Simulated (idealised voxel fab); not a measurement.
process module | voxel air gaps
cross-section cut | 300 nm wide | cells 5 nm
A cross-section is a grid of square cells, given in bands from the top down. A band is one or more rows of cells.
Each band's line starts with the height of the band's top and of its bottom, in nm. Then come its materials from left to right, each with its width in nm. One material with "throughout" fills the band from edge to edge. "air" is empty space.
Height 0 is the level under which the wafer as received is all one material. The lowest band goes on downwards, as in "0 down".
A width such as "30 to 40" changes by the same amount from each row of cells to the next, from the band's top row to its bottom row.
"no change" after a step means that no cell of the cross-section changed.
closed voids: empty space of 8 cells or more with no open way to the top, each as width x height at its distance from the left edge, in nm
after a step's settings: what the simulator itself notes on the step
overlay nm, on a step with a mask: how far to the right of its planned place the mask lay; to the left if negative
plan
1 op RECEIVE | material Si
2 op CONFORMAL_DEP | material SiO2 | thk nm 10
3 op CONFORMAL_DEP | material SiN | thk nm 5
4 op DIRECTIONAL_DEP | material SiO2 | thk nm 40
5 op MASKED_ETCH | tone open | mask id LINES | width nm 20 | pitch nm 45 | etch materials SiO2 | depth nm 40 | overlay nm 0
6 op CONFORMAL_DEP | material TiN | thk nm 5
7 op FILL_DEP | material W | thk nm 10
8 op CMP | height nm 55
9 op EPI | material Ru | thk nm 10
10 op SELECTIVE_ETCH | etch materials SiO2 | depth nm 50
11 op CONFORMAL_DEP | material SiN | thk nm 5
as received, after step 1
  0 down: Si throughout
  closed voids: none
first wafer at the end, as planned
  70 to 65: air 55 | SiN 185 | air 60
  65 to 55: air 55 | SiN 5 | Ru 40 | SiN 5 | Ru 40 | SiN 5 | Ru 40 | SiN 5 | Ru 40 | SiN 5 | air 60
  55 to 50: air 55 | SiN 15 | TiN 5 | W 10 | TiN 5 | SiN 25 | TiN 5 | W 10 | TiN 5 | SiN 25 | TiN 5 | W 10 | TiN 5 | SiN 25 | TiN 5 | W 10 | TiN 5 | SiN 15 | air 60
  50 to 20: air 65 | SiN 5 | TiN 5 | W 10 | TiN 5 | SiN 5 | air 15 | SiN 5 | TiN 5 | W 10 | TiN 5 | SiN 5 | air 15 | SiN 5 | TiN 5 | W 10 | TiN 5 | SiN 5 | air 15 | SiN 5 | TiN 5 | W 10 | TiN 5 | SiN 5 | air 70
  20 to 15: SiN 70 | TiN 20 | SiN 25 | TiN 20 | SiN 25 | TiN 20 | SiN 25 | TiN 20 | SiN 75
  15 to 10: SiN throughout
  10 to 0: SiO2 throughout
  0 down: Si throughout
  closed voids: 15 x 30 at 95; 15 x 30 at 140; 15 x 30 at 185
second wafer at the end: like start, like plan, one mistake
  70 to 65: SiN throughout
  65 to 55: Ru throughout
  55 to 20: W 65 | TiN 5 | SiO2 20 | TiN 5 | W 15 | TiN 5 | SiO2 20 | TiN 5 | W 15 | TiN 5 | SiO2 20 | TiN 5 | W 15 | TiN 5 | SiO2 20 | TiN 5 | W 70
  20 to 15: TiN 70 | SiO2 20 | TiN 25 | SiO2 20 | TiN 25 | SiO2 20 | TiN 25 | SiO2 20 | TiN 75
  15 to 10: SiN throughout
  10 to 0: SiO2 throughout
  0 down: Si throughout
  closed voids: none
what went wrong: step 5 ran as: op MASKED_ETCH | tone cover | mask id LINES | width nm 20 | pitch nm 45 | etch materials SiO2 | depth nm 40 | overlay nm 0
at the end the second wafer has, in cells: 56 more of Ru | 100 fewer of SiN | 128 more of SiO2 | 28 more of TiN | 196 more of W
closed voids at the end (first wafer, second wafer): 3, 0
